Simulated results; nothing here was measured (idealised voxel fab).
Process module name: voxel air gaps
Square cell edge 5 nm, section width 295 nm, ID cut.
Each cross-section below is a grid of square cells, stated as bands in top-down order, with one or more rows of cells making up each band.
Heights first: top, then bottom, in nm. Then materials, left to right, each with a width in nm. "edge to edge" on a single material: fills the band edge to edge. "empty": empty space.
We count height from 0. Below that, the starting wafer is all one material. The lowest band never ends at the bottom but goes on down; see "0..down" for how that is written.
A width such as "30->40" changes by the same amount from each row of cells to the next, from the band's top row to its bottom row.
For the purposes of this document, the phrase "identical to before" attached to a step denotes that no cell within the cross-section was modified by that step.
Trapped cavities: empty space of 8 cells or more with no open way to the top, each as width x height at its distance from the left edge, in nm
after a step's settings: what the simulator itself notes on the step
You can add "overlay nm" to a step's line. For a step with a mask, it describes how far the mask lay to the right of its planned position, and a negative number describes a lay to the left.
Set out below are the planned steps of the process
1: RECEIVE: material Si
2: CONFORMAL_DEP: material SiO2, thk nm 15
3: CONFORMAL_DEP: material SiN, thk nm 5
4: DIRECTIONAL_DEP: material lowk, thk nm 35
5: MASKED_ETCH: tone open, mask id LINES, width nm 20, pitch nm 50, etch materials lowk, depth nm 35, overlay nm 0
6: CONFORMAL_DEP: material TiN, thk nm 5
7: FILL_DEP: material Cu, thk nm 5
8: CMP: height nm 55
9: EPI: material Ru, thk nm 10
10: SELECTIVE_ETCH: etch materials lowk, depth nm 45
11: CONFORMAL_DEP: material SiN, thk nm 5
First wafer of two (run as planned)
Wafer cross-section on receipt, i.e. after step 1
  0..down = Si edge to edge
  Trapped cavities: none
The wafer, seen in cross-section, after step 2
  15..0 = SiO2 edge to edge
  Below 0, no change.
The wafer, seen in cross-section, after step 3
  20..15 = SiN edge to edge
  Below 15, no change.
The wafer, seen in cross-section, after step 4
  55..20 = lowk edge to edge
  Below 20, no change.
The wafer, seen in cross-section, after step 5
  55..20 = lowk 85, then empty 20, then lowk 30, then empty 20, then lowk 30, then empty 20, then lowk 90
  Below 20, no change.
The wafer, seen in cross-section, after step 6
  60..55 = TiN 90, then empty 10, then TiN 40, then empty 10, then TiN 40, then empty 10, then TiN 95
  55..25 = lowk 85, then TiN 5, then empty 10, then TiN 5, then lowk 30, then TiN 5, then empty 10, then TiN 5, then lowk 30, then TiN 5, then empty 10, then TiN 5, then lowk 90
  25..20 = lowk 85, then TiN 20, then lowk 30, then TiN 20, then lowk 30, then TiN 20, then lowk 90
  Below 20, no change.
The wafer, seen in cross-section, after step 7
  65..60 = Cu edge to edge
  60..55 = TiN 90, then Cu 10, then TiN 40, then Cu 10, then TiN 40, then Cu 10, then TiN 95
  55..25 = lowk 85, then TiN 5, then Cu 10, then TiN 5, then lowk 30, then TiN 5, then Cu 10, then TiN 5, then lowk 30, then TiN 5, then Cu 10, then TiN 5, then lowk 90
  Below 25, no change.
The wafer, seen in cross-section, after step 8
  55..25 = lowk 85, then TiN 5, then Cu 10, then TiN 5, then lowk 30, then TiN 5, then Cu 10, then TiN 5, then lowk 30, then TiN 5, then Cu 10, then TiN 5, then lowk 90
  Below 25, no change.
The wafer, seen in cross-section, after step 9
  65..55 = empty 75, then Ru 40, then empty 10, then Ru 40, then empty 10, then Ru 40, then empty 80
  Below 55, no change.
The wafer, seen in cross-section, after step 10
  65..55 = empty 75, then Ru 40, then empty 10, then Ru 40, then empty 10, then Ru 40, then empty 80
  55..25 = empty 85, then TiN 5, then Cu 10, then TiN 5, then empty 30, then TiN 5, then Cu 10, then TiN 5, then empty 30, then TiN 5, then Cu 10, then TiN 5, then empty 90
  25..20 = empty 85, then TiN 20, then empty 30, then TiN 20, then empty 30, then TiN 20, then empty 90
  Below 20, no change.
The wafer, seen in cross-section, after step 11
  70..65 = empty 70, then SiN 150, then empty 75
  65..55 = empty 70, then SiN 5, then Ru 40, then SiN 10, then Ru 40, then SiN 10, then Ru 40, then SiN 5, then empty 75
  55..50 = empty 70, then SiN 15, then TiN 5, then Cu 10, then TiN 5, then SiN 30, then TiN 5, then Cu 10, then TiN 5, then SiN 30, then TiN 5, then Cu 10, then TiN 5, then SiN 15, then empty 75
  50..25 = empty 80, then SiN 5, then TiN 5, then Cu 10, then TiN 5, then SiN 5, then empty 20, then SiN 5, then TiN 5, then Cu 10, then TiN 5, then SiN 5, then empty 20, then SiN 5, then TiN 5, then Cu 10, then TiN 5, then SiN 5, then empty 85
  25..20 = SiN 85, then TiN 20, then SiN 30, then TiN 20, then SiN 30, then TiN 20, then SiN 90
  Below 20, no change.
  Trapped cavities: 20 x 25 at 110; 20 x 25 at 160
Wafer two. Identical start, identical plan. One mistake in execution. Identical history through step 4
What the second wafer looks like in cross-section when step 5 should have wrapped up
  55..20 = lowk 80, then empty 30, then lowk 20, then empty 30, then lowk 20, then empty 30, then lowk 85
  Below 20, no change.
What the second wafer looks like in cross-section when step 6 should have wrapped up
  60..55 = TiN 85, then empty 20, then TiN 30, then empty 20, then TiN 30, then empty 20, then TiN 90
  55..25 = lowk 80, then TiN 5, then empty 20, then TiN 5, then lowk 20, then TiN 5, then empty 20, then TiN 5, then lowk 20, then TiN 5, then empty 20, then TiN 5, then lowk 85
  25..20 = lowk 80, then TiN 30, then lowk 20, then TiN 30, then lowk 20, then TiN 30, then lowk 85
  Below 20, no change.
What the second wafer looks like in cross-section when step 7 should have wrapped up
  65..60 = Cu edge to edge
  60..55 = TiN 85, then Cu 20, then TiN 30, then Cu 20, then TiN 30, then Cu 20, then TiN 90
  55..25 = lowk 80, then TiN 5, then Cu 20, then TiN 5, then lowk 20, then TiN 5, then Cu 20, then TiN 5, then lowk 20, then TiN 5, then Cu 20, then TiN 5, then lowk 85
  Below 25, no change.
What the second wafer looks like in cross-section when step 8 should have wrapped up
  55..25 = lowk 80, then TiN 5, then Cu 20, then TiN 5, then lowk 20, then TiN 5, then Cu 20, then TiN 5, then lowk 20, then TiN 5, then Cu 20, then TiN 5, then lowk 85
  Below 25, no change.
What the second wafer looks like in cross-section when step 9 should have wrapped up
  65..55 = empty 70, then Ru 150, then empty 75
  Below 55, no change.
What the second wafer looks like in cross-section when step 10 should have wrapped up
  65..55 = empty 70, then Ru 150, then empty 75
  55..25 = empty 80, then TiN 5, then Cu 20, then TiN 5, then lowk 20, then TiN 5, then Cu 20, then TiN 5, then lowk 20, then TiN 5, then Cu 20, then TiN 5, then empty 85
  25..20 = empty 80, then TiN 30, then lowk 20, then TiN 30, then lowk 20, then TiN 30, then empty 85
  Below 20, no change.
What the second wafer looks like in cross-section when step 11 should have wrapped up
  70..65 = empty 65, then SiN 160, then empty 70
  65..55 = empty 65, then SiN 5, then Ru 150, then SiN 5, then empty 70
  55..50 = empty 65, then SiN 15, then TiN 5, then Cu 20, then TiN 5, then lowk 20, then TiN 5, then Cu 20, then TiN 5, then lowk 20, then TiN 5, then Cu 20, then TiN 5, then SiN 15, then empty 70
  50..25 = empty 75, then SiN 5, then TiN 5, then Cu 20, then TiN 5, then lowk 20, then TiN 5, then Cu 20, then TiN 5, then lowk 20, then TiN 5, then Cu 20, then TiN 5, then SiN 5, then empty 80
  25..20 = SiN 80, then TiN 30, then lowk 20, then TiN 30, then lowk 20, then TiN 30, then SiN 85
  Below 20, no change.
So what did we get wrong on this run? step 5 ran differently from the plan; actual operation with settings: MASKED_ETCH: tone open, mask id LINES, width nm 30, pitch nm 50, etch materials lowk, depth nm 35, overlay nm 0
Wafer comparison, final, in cells, second relative to first, materials more or fewer: +36 Cu; +12 Ru; -52 SiN; +6 TiN; +56 lowk
First wafer closed voids (final) = 2; second wafer closed voids (final) = 0.
